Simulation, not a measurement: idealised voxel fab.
The document below concerns the process module designated voxel fin reveal.
Xsec cut, 215 nm wide, square cell size 5 nm.
Bands, listed from the top down, are how a cross-section gets written in this document; the cross-section itself is a grid of square cells, and a band is one or more rows of them. Heights first: top, then bottom, in nm. Then materials, left to right, each with a width in nm. "all across" on a single material: fills the band edge to edge. "empty": empty space. A quick word on heights: they are counted from 0, and under that level the wafer as it came to us is one material throughout. The lowest band is different from the rest in having no bottom; it simply continues downward, written as in "top 0, no bottom". It should be noted that a width expressed as "30->40" varies in equal increments from row to row of cells within the band, taking the value of the first number at the top row and that of the second number at the bottom row. "everything unchanged", as given for a step, is the statement that not any cell of the cross-section underwent a change during that step. The entry titled "Enclosed empty spaces" provides the empty spaces that have no open way to the top, restricted to those of 8 cells or more. Each is presented as width x height at distance, the distance being measured from the left edge, with all three in nm. On each step's line, the part that comes after the settings is the simulator's own comment on the step. overlay nm: mask right of planned place by this much (step with mask). Neg. = left.

### The steps planned for the process are as follows
1. RECEIVE with material Si
2. CONFORMAL_DEP with material SiN, thk nm 5
3. PATTERN with tone cover, mask id FINS, material resist, width nm 15, pitch nm 45, thk nm 15, overlay nm 0
4. DIRECTIONAL_ETCH with etch materials SiN, depth nm 5
5. DIRECTIONAL_ETCH with etch materials Si, depth nm 30
6. STRIP with etch materials resist
7. FILL_DEP with material SiO2, thk nm 10
8. CMP with height nm 5
9. SELECTIVE_ETCH with etch materials SiO2, depth nm 20
10. STRIP with etch materials SiN
Quick note for whoever runs this: the wafers start identical, but the width nm at step 3 isn't the same across them. The plan just shows what the first wafer had.

### Received wafers, first of several: cross-section after step 1
    top 0, no bottom | Si all across
    Enclosed empty spaces: none

### The rows of the table below are wafers. Looking at the end of the module, a row counts, for every material, the cells the wafer has gained, shown as (+), or lost, shown as (-), since it was received; its closed voids come next
width nm 15 | -222 Si | +111 SiO2 | Enclosed empty spaces: none
width nm 20 | -210 Si | +105 SiO2 | Enclosed empty spaces: none
width nm 25 | -198 Si | +99 SiO2 | Enclosed empty spaces: none
width nm 30 | -186 Si | +93 SiO2 | Enclosed empty spaces: none
